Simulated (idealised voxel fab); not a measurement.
Process module heading - voxel wiring stack
Square cell edge 5 nm, section width 195 nm, ID cut.
Throughout this document, each cross-section is represented as a grid of square cells and is presented as a sequence of bands enumerated from the top downward, where a band comprises one or more rows of cells. This entry defines a band. It first specifies the height of the band's top and the height of its bottom in nm, and then specifies the band's materials from left to right, stating each material with its width in nm. The word "all across" identifies a single material that fills the band from edge to edge, while the word "empty" identifies empty space. Convention: height 0 is the level below which the wafer, as received, is all one material. The lowest band does not terminate at the bottom but continues downward, represented as "z 0 and below". Graded width ("30 to 40"): value in top row of band = first number; value in bottom row = second number; row-to-row change constant. When a step is marked "same as before", none of the cells in the cross-section changed during that step. "Voids, sealed" enumerates empty spaces isolated from the top, with no open way to it, that contain at least 8 cells, giving each as width x height at distance from the left edge, all three in nm. Heads up: the bit after the settings on a step's line is the simulator's remark on that step. Steps that use a mask can have "overlay nm" on their line. It says how far the mask sat to the right of where it was meant to be. Negative means to the left.
## Process steps (planned)
1 RECEIVE (material Si)
2 CONFORMAL_DEP (material SiO2; thk nm 15)
3 CONFORMAL_DEP (material SiCN; thk nm 5)
4 DIRECTIONAL_DEP (material lowk; thk nm 20)
5 MASKED_ETCH (tone open; mask id METAL_1; width nm 25; pitch nm 40; etch materials lowk; depth nm 20; overlay nm 0)
6 MASKED_ETCH (tone open; mask id METAL_1; width nm 25; pitch nm 40; etch materials SiCN; depth nm 5; overlay nm 0)
7 CONFORMAL_DEP (material TiN; thk nm 5)
8 FILL_DEP (material Cu; thk nm 10)
9 CMP (height nm 40)
10 EPI (material Ru; thk nm 5)
11 FILL_DEP (material SiCN; thk nm 5)
12 DIRECTIONAL_DEP (material lowk; thk nm 25)
13 DIRECTIONAL_DEP (material aC; thk nm 15)
14 PATTERN (tone open; mask id METAL_2; material resist; width nm 25; pitch nm 40; thk nm 35; overlay nm 0)
15 DIRECTIONAL_ETCH (etch materials aC; depth nm 15)
16 STRIP (etch materials resist)
17 DIRECTIONAL_ETCH (etch materials lowk; depth nm 15)
18 STRIP (etch materials aC)
19 PATTERN (tone open; mask id METAL_2_HOLES; material resist; width nm 15; pitch nm 40; thk nm 20; overlay nm 0)
20 DIRECTIONAL_ETCH (etch materials lowk; depth nm 10)
21 DIRECTIONAL_ETCH (etch materials SiCN; depth nm 5)
22 STRIP (etch materials resist)
23 CONFORMAL_DEP (material TiN; thk nm 5)
24 FILL_DEP (material Cu; thk nm 10)
25 CMP (height nm 75)
26 CONFORMAL_DEP (material SiCN; thk nm 5)
## As received (post step 1): cross-section
	z 0 and below: Si all across
	Voids, sealed: none
## The module was run from the start shown above using the plan shown above, but one mistake was made doing it; the resulting wafer cross-section is below
	z 80 to 75: SiCN all across
	z 75 to 70: SiCN 65 nm, TiN 15 nm, SiCN 25 nm, TiN 15 nm, SiCN 75 nm
	z 70 to 65: SiCN 60 nm, lowk 35 nm, SiCN 5 nm, lowk 35 nm, SiCN 60 nm
	z 65 to 45: lowk all across
	z 45 to 40: lowk 60 nm, Ru 35 nm, lowk 5 nm, Ru 35 nm, lowk 60 nm
	z 40 to 20: lowk 65 nm, TiN 5 nm, Cu 15 nm, TiN 5 nm, lowk 15 nm, TiN 5 nm, Cu 15 nm, TiN 5 nm, lowk 65 nm
	z 20 to 15: SiCN 65 nm, TiN 25 nm, SiCN 15 nm, TiN 25 nm, SiCN 65 nm
	z 15 to 0: SiO2 all across
	z 0 and below: Si all across
	Voids, sealed: none
What was done differently from what was planned? so 11 and 12 got swapped relative to the plan, each ran where the other was supposed to
